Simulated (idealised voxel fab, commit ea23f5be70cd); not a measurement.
The document below concerns the process module designated voxel plated lines.
Cross-section cut spans 225 nm and uses square cells 5 nm in size.
The cross-sections in this document take the form of a grid made of square cells. They are written out as bands, in order from top to bottom. Each band consists of one or more rows of cells.
Read a band's entry like this: the first values are the height of its top and the height of its bottom in nm, and what follows is the sequence of materials from left to right, each with its width in nm. Note that "blank" is empty space, and that a single material marked "all across" reaches across the band from edge to edge.
Heights from 0 (as-received wafer is one material below). Bottom band endless downward, as "0..down".
Think of "30..40" as a width that walks from the first number to the second as you go down the band, top row to bottom row, taking equal-sized steps from row to row.
"nothing changed" after a step means that no cell of the cross-section changed.
The entry "Fully closed voids" lists the empty spaces that cover at least 8 cells and have no open path to the top. Each is written as width x height at distance, where the distance is measured from the left edge and all three values are in nm.
Whatever follows a step's settings on its line is a remark the simulator itself makes about that step.
"overlay nm" answers the question of how far to the right of plan the mask lay on a step that has a mask, and when it is negative the answer is to the left.

## The process steps that were planned are listed below
- 1: RECEIVE, material Si
- 2: CONFORMAL_DEP, material Al2O3, thk nm 5
- 3: DIRECTIONAL_DEP, material TiN, thk nm 5
- 4: PATTERN, tone open, mask id LINES, material resist, width nm 20, pitch nm 35, thk nm 40, overlay nm 0
- 5: EPI, material Ru, thk nm 5
- 6: EPI, material Ru, thk nm 10
- 7: EPI, material Ru, thk nm 5
- 8: STRIP, etch materials resist
- 9: DIRECTIONAL_ETCH, etch materials TiN, depth nm 5
- 10: CONFORMAL_DEP, material SiN, thk nm 5

## The cross-section here shows the wafer as received, i.e. in its state after step 1
- 0..down | Si all across
- Fully closed voids: none

## Wafer cross-section at module end: first of two, run to plan
- 35..30 | 45 blank, 30 SiN, 5 blank, 30 SiN, 5 blank, 30 SiN, 5 blank, 30 SiN, 45 blank
- 30..10 | 45 blank, 5 SiN, 20 Ru, 5 SiN, 5 blank, 5 SiN, 20 Ru, 5 SiN, 5 blank, 5 SiN, 20 Ru, 5 SiN, 5 blank, 5 SiN, 20 Ru, 5 SiN, 45 blank
- 10..5 | 50 SiN, 20 TiN, 15 SiN, 20 TiN, 15 SiN, 20 TiN, 15 SiN, 20 TiN, 50 SiN
- 5..0 | Al2O3 all across
- 0..down | Si all across
- Fully closed voids: none

## Second of two wafers, module complete, sectioned: it shares the first wafer's start and plan but was run with one mistake
- 35..30 | 55 SiN, 10 blank, 25 SiN, 10 blank, 25 SiN, 10 blank, 25 SiN, 10 blank, 55 SiN
- 30..10 | 50 Ru, 5 SiN, 10 blank, 5 SiN, 15 Ru, 5 SiN, 10 blank, 5 SiN, 15 Ru, 5 SiN, 10 blank, 5 SiN, 15 Ru, 5 SiN, 10 blank, 5 SiN, 50 Ru
- 10..5 | 50 TiN, 20 SiN, 15 TiN, 20 SiN, 15 TiN, 20 SiN, 15 TiN, 20 SiN, 50 TiN
- 5..0 | Al2O3 all across
- 0..down | Si all across
- Fully closed voids: none
Processing error: heads up, step 4 didn't go per plan, it actually ran as PATTERN, tone cover, mask id LINES, material resist, width nm 20, pitch nm 35, thk nm 40, overlay nm 0
End check, counted in cells, second wafer has more or fewer of these materials than the first: Ru: 52 more, TiN: 13 more
